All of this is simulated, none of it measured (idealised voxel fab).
process module | voxel self aligned contacts
cross-section cut | 215 nm wide | cells 5 nm
A cross-section is a grid of square cells, given in bands from the top down. A band is one or more rows of cells.
Each band's line starts with the height of the band's top and of its bottom, in nm. Then come its materials from left to right, each with its width in nm. One material with "throughout" fills the band from edge to edge. "air" is empty space.
Height 0 is the level under which the wafer as received is all one material. The lowest band goes on downwards, as in "0 down".
A width such as "30 to 40" changes by the same amount from each row of cells to the next, from the band's top row to its bottom row.
"no change" after a step means that no cell of the cross-section changed.
closed voids: empty space of 8 cells or more with no open way to the top, each as width x height at its distance from the left edge, in nm
after a step's settings: what the simulator itself notes on the step
overlay nm, on a step with a mask: how far to the right of its planned place the mask lay; to the left if negative
plan
1 op RECEIVE | material Si
2 op CONFORMAL_DEP | material SiO2 | thk nm 5
3 op DIRECTIONAL_DEP | material polySi | thk nm 20
4 op DIRECTIONAL_DEP | material SiN | thk nm 25
5 op PATTERN | tone cover | mask id GATE | material resist | width nm 25 | pitch nm 60 | thk nm 15 | overlay nm 0
6 op DIRECTIONAL_ETCH | etch materials SiN | depth nm 25
7 op DIRECTIONAL_ETCH | etch materials polySi | depth nm 20
8 op STRIP | etch materials resist
9 op CONFORMAL_DEP | material SiN | thk nm 10
10 op DIRECTIONAL_ETCH | etch materials SiN | depth nm 10
11 op FILL_DEP | material SiO2 | thk nm 15
12 op CMP | height nm 60
13 op DIRECTIONAL_DEP | material aC | thk nm 15
14 op PATTERN | tone open | mask id CONTACT | material resist | width nm 45 | pitch nm 60 | thk nm 30 | overlay nm 0
15 op DIRECTIONAL_ETCH | etch materials aC | depth nm 15
16 op STRIP | etch materials resist
17 op DIRECTIONAL_ETCH | etch materials SiO2 | depth nm 60
18 op STRIP | etch materials aC
19 op CONFORMAL_DEP | material TiN | thk nm 5
20 op FILL_DEP | material W | thk nm 5
21 op CMP | height nm 60
22 op CONFORMAL_DEP | material SiCN | thk nm 5
as received, after step 1
  0 down: Si throughout
  closed voids: none
a wafer at the end: this start, this plan, one mistake
  65 to 60: SiCN throughout
  60 to 55: SiO2 55 | TiN 5 | W 35 | TiN 5 | SiO2 15 | TiN 5 | W 35 | TiN 5 | SiO2 55
  55 to 50: SiO2 55 | TiN 45 | SiO2 15 | TiN 45 | SiO2 55
  50 to 25: SiN 45 | SiO2 5 | SiN 55 | SiO2 5 | SiN 55 | SiO2 5 | SiN 45
  25 to 5: polySi 35 | SiN 10 | SiO2 5 | SiN 10 | polySi 35 | SiN 10 | SiO2 5 | SiN 10 | polySi 35 | SiN 10 | SiO2 5 | SiN 10 | polySi 35
  5 to 0: SiO2 throughout
  0 down: Si throughout
  closed voids: none
what went wrong: step 5 ran as: op PATTERN | tone open | mask id GATE | material resist | width nm 25 | pitch nm 60 | thk nm 15 | overlay nm 0
